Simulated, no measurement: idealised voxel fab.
process module | voxel ribs on slabs
cross-section cut | 195 nm wide | cells 5 nm
A cross-section is a grid of square cells, given in bands from the top down. A band is one or more rows of cells.
Each band's line starts with the height of the band's top and of its bottom, in nm. Then come its materials from left to right, each with its width in nm. One material with "throughout" fills the band from edge to edge. "air" is empty space.
Height 0 is the level under which the wafer as received is all one material. The lowest band goes on downwards, as in "0 down".
A width such as "30 to 40" changes by the same amount from each row of cells to the next, from the band's top row to its bottom row.
"no change" after a step means that no cell of the cross-section changed.
closed voids: empty space of 8 cells or more with no open way to the top, each as width x height at its distance from the left edge, in nm
after a step's settings: what the simulator itself notes on the step
overlay nm, on a step with a mask: how far to the right of its planned place the mask lay; to the left if negative
plan
1 op RECEIVE | material Si
2 op DIRECTIONAL_DEP | material SiO2 | thk nm 30
3 op DIRECTIONAL_DEP | material SiN | thk nm 25
4 op PATTERN | tone cover | mask id RIB | material resist | width nm 30 | thk nm 15 | overlay nm 0
5 op DIRECTIONAL_ETCH | etch materials SiN | depth nm 15
6 op STRIP | etch materials resist
7 op DIRECTIONAL_DEP | material aC | thk nm 10
8 op PATTERN | tone cover | mask id SLAB | material resist | width nm 70 | thk nm 25 | overlay nm 0
9 op DIRECTIONAL_ETCH | etch materials aC | depth nm 10
10 op STRIP | etch materials resist
11 op DIRECTIONAL_ETCH | etch materials SiN | depth nm 10
12 op STRIP | etch materials aC
13 op FILL_DEP | material SiO2 | thk nm 25
14 op CMP | height nm 70
15 op DIRECTIONAL_DEP | material W | thk nm 10
16 op DIRECTIONAL_DEP | material aC | thk nm 15
17 op PATTERN | tone cover | mask id HEATER | material resist | width nm 40 | thk nm 35 | overlay nm 0
18 op DIRECTIONAL_ETCH | etch materials aC | depth nm 15
19 op STRIP | etch materials resist
20 op DIRECTIONAL_ETCH | etch materials W | depth nm 10
21 op STRIP | etch materials aC
22 op CONFORMAL_DEP | material SiO2 | thk nm 10
first wafer, as planned
as received, after step 1
  0 down: Si throughout
  closed voids: none
after step 2
  30 to 0: SiO2 throughout
  below 0: unchanged
after step 3
  55 to 30: SiN throughout
  below 30: unchanged
after step 4
  70 to 55: air 80 | resist 30 | air 85
  below 55: unchanged
after step 5
  70 to 55: air 80 | resist 30 | air 85
  55 to 40: air 80 | SiN 30 | air 85
  below 40: unchanged
after step 6
  55 to 40: air 80 | SiN 30 | air 85
  below 40: unchanged
after step 7
  65 to 55: air 80 | aC 30 | air 85
  55 to 50: air 80 | SiN 30 | air 85
  50 to 40: aC 80 | SiN 30 | aC 85
  below 40: unchanged
after step 8
  90 to 65: air 60 | resist 70 | air 65
  65 to 55: air 60 | resist 20 | aC 30 | resist 20 | air 65
  55 to 50: air 60 | resist 20 | SiN 30 | resist 20 | air 65
  below 50: unchanged
after step 9
  80 to 65: air 60 | resist 70 | air 65
  65 to 55: air 60 | resist 20 | aC 30 | resist 20 | air 65
  55 to 50: air 60 | resist 20 | SiN 30 | resist 20 | air 65
  50 to 40: air 60 | aC 20 | SiN 30 | aC 20 | air 65
  below 40: unchanged
after step 10
  65 to 55: air 80 | aC 30 | air 85
  55 to 50: air 80 | SiN 30 | air 85
  below 50: unchanged
after step 11
  65 to 55: air 80 | aC 30 | air 85
  55 to 50: air 80 | SiN 30 | air 85
  50 to 40: air 60 | aC 20 | SiN 30 | aC 20 | air 65
  40 to 30: air 60 | SiN 70 | air 65
  below 30: unchanged
after step 12
  55 to 40: air 80 | SiN 30 | air 85
  below 40: unchanged
after step 13
  80 to 55: SiO2 throughout
  55 to 40: SiO2 80 | SiN 30 | SiO2 85
  40 to 30: SiO2 60 | SiN 70 | SiO2 65
  below 30: unchanged
after step 14
  70 to 55: SiO2 throughout
  below 55: unchanged
after step 15
  80 to 70: W throughout
  below 70: unchanged
after step 16
  95 to 80: aC throughout
  below 80: unchanged
after step 17
  130 to 95: air 75 | resist 40 | air 80
  below 95: unchanged
after step 18
  115 to 95: air 75 | resist 40 | air 80
  95 to 80: air 75 | aC 40 | air 80
  below 80: unchanged
after step 19
  95 to 80: air 75 | aC 40 | air 80
  below 80: unchanged
after step 20
  95 to 80: air 75 | aC 40 | air 80
  80 to 70: air 75 | W 40 | air 80
  below 70: unchanged
after step 21
  80 to 70: air 75 | W 40 | air 80
  below 70: unchanged
after step 22
  90 to 80: air 65 | SiO2 60 | air 70
  80 to 70: SiO2 75 | W 40 | SiO2 80
  below 70: unchanged
second wafer: like start, like plan, one mistake. Through step 2 it matches the first wafer
when step 3 should have ended
  80 to 30: SiN throughout
  below 30: unchanged
when step 4 should have ended
  95 to 80: air 80 | resist 30 | air 85
  below 80: unchanged
when step 5 should have ended
  95 to 80: air 80 | resist 30 | air 85
  80 to 65: air 80 | SiN 30 | air 85
  below 65: unchanged
when step 6 should have ended
  80 to 65: air 80 | SiN 30 | air 85
  below 65: unchanged
when step 7 should have ended
  90 to 80: air 80 | aC 30 | air 85
  80 to 75: air 80 | SiN 30 | air 85
  75 to 65: aC 80 | SiN 30 | aC 85
  below 65: unchanged
when step 8 should have ended
  115 to 90: air 60 | resist 70 | air 65
  90 to 80: air 60 | resist 20 | aC 30 | resist 20 | air 65
  80 to 75: air 60 | resist 20 | SiN 30 | resist 20 | air 65
  below 75: unchanged
when step 9 should have ended
  105 to 90: air 60 | resist 70 | air 65
  90 to 80: air 60 | resist 20 | aC 30 | resist 20 | air 65
  80 to 75: air 60 | resist 20 | SiN 30 | resist 20 | air 65
  75 to 65: air 60 | aC 20 | SiN 30 | aC 20 | air 65
  below 65: unchanged
when step 10 should have ended
  90 to 80: air 80 | aC 30 | air 85
  80 to 75: air 80 | SiN 30 | air 85
  below 75: unchanged
when step 11 should have ended
  90 to 80: air 80 | aC 30 | air 85
  80 to 75: air 80 | SiN 30 | air 85
  75 to 65: air 60 | aC 20 | SiN 30 | aC 20 | air 65
  65 to 55: air 60 | SiN 70 | air 65
  below 55: unchanged
when step 12 should have ended
  80 to 65: air 80 | SiN 30 | air 85
  below 65: unchanged
when step 13 should have ended
  105 to 80: SiO2 throughout
  80 to 65: SiO2 80 | SiN 30 | SiO2 85
  65 to 55: SiO2 60 | SiN 70 | SiO2 65
  below 55: unchanged
when step 14 should have ended
  70 to 65: SiO2 80 | SiN 30 | SiO2 85
  below 65: unchanged
when step 15 should have ended
  80 to 70: W throughout
  below 70: unchanged
when step 16 should have ended
  95 to 80: aC throughout
  below 80: unchanged
when step 17 should have ended
  130 to 95: air 75 | resist 40 | air 80
  below 95: unchanged
when step 18 should have ended
  115 to 95: air 75 | resist 40 | air 80
  95 to 80: air 75 | aC 40 | air 80
  below 80: unchanged
when step 19 should have ended
  95 to 80: air 75 | aC 40 | air 80
  below 80: unchanged
when step 20 should have ended
  95 to 80: air 75 | aC 40 | air 80
  80 to 70: air 75 | W 40 | air 80
  below 70: unchanged
when step 21 should have ended
  80 to 70: air 75 | W 40 | air 80
  below 70: unchanged
when step 22 should have ended
  90 to 80: air 65 | SiO2 60 | air 70
  80 to 70: SiO2 75 | W 40 | SiO2 80
  below 70: unchanged
what went wrong: step 3 was run twice
at the end the second wafer has, in cells: 183 more of SiN | 183 fewer of SiO2
